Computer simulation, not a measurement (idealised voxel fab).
process module | voxel plated lines
cross-section cut | 175 nm wide | cells 5 nm
A cross-section is a grid of square cells, given in bands from the top down. A band is one or more rows of cells.
Each band's line starts with the height of the band's top and of its bottom, in nm. Then come its materials from left to right, each with its width in nm. One material with "throughout" fills the band from edge to edge. "air" is empty space.
Height 0 is the level under which the wafer as received is all one material. The lowest band goes on downwards, as in "0 down".
A width such as "30 to 40" changes by the same amount from each row of cells to the next, from the band's top row to its bottom row.
"no change" after a step means that no cell of the cross-section changed.
closed voids: empty space of 8 cells or more with no open way to the top, each as width x height at its distance from the left edge, in nm
after a step's settings: what the simulator itself notes on the step
overlay nm, on a step with a mask: how far to the right of its planned place the mask lay; to the left if negative
plan
1 op RECEIVE | material Si
2 op CONFORMAL_DEP | material SiO2 | thk nm 5
3 op DIRECTIONAL_DEP | material TiN | thk nm 5
4 op PATTERN | tone open | mask id LINES | material resist | width nm 20 | pitch nm 40 | thk nm 40 | overlay nm 0
5 op EPI | material Ru | thk nm 5
6 op EPI | material Ru | thk nm 5
7 op EPI | material Ru | thk nm 10
8 op STRIP | etch materials resist
9 op DIRECTIONAL_ETCH | etch materials TiN | depth nm 5
10 op CONFORMAL_DEP | material SiN | thk nm 10
as received, after step 1
  0 down: Si throughout
  closed voids: none
first wafer at the end, as planned
  40 to 30: air 25 | SiN 120 | air 30
  30 to 15: air 25 | SiN 10 | Ru 20 | SiN 20 | Ru 20 | SiN 20 | Ru 20 | SiN 10 | air 30
  15 to 10: SiN 35 | Ru 20 | SiN 20 | Ru 20 | SiN 20 | Ru 20 | SiN 40
  10 to 5: SiN 35 | TiN 20 | SiN 20 | TiN 20 | SiN 20 | TiN 20 | SiN 40
  5 to 0: SiO2 throughout
  0 down: Si throughout
  closed voids: none
second wafer at the end: like start, like plan, one mistake
  40 to 30: SiN throughout
  30 to 10: Ru 35 | SiN 20 | Ru 20 | SiN 20 | Ru 20 | SiN 20 | Ru 40
  10 to 5: TiN 35 | SiN 20 | TiN 20 | SiN 20 | TiN 20 | SiN 20 | TiN 40
  5 to 0: SiO2 throughout
  0 down: Si throughout
  closed voids: none
what went wrong: step 4 ran as: op PATTERN | tone cover | mask id LINES | material resist | width nm 20 | pitch nm 40 | thk nm 40 | overlay nm 0
at the end the second wafer has, in cells: 44 more of Ru | 11 more of TiN
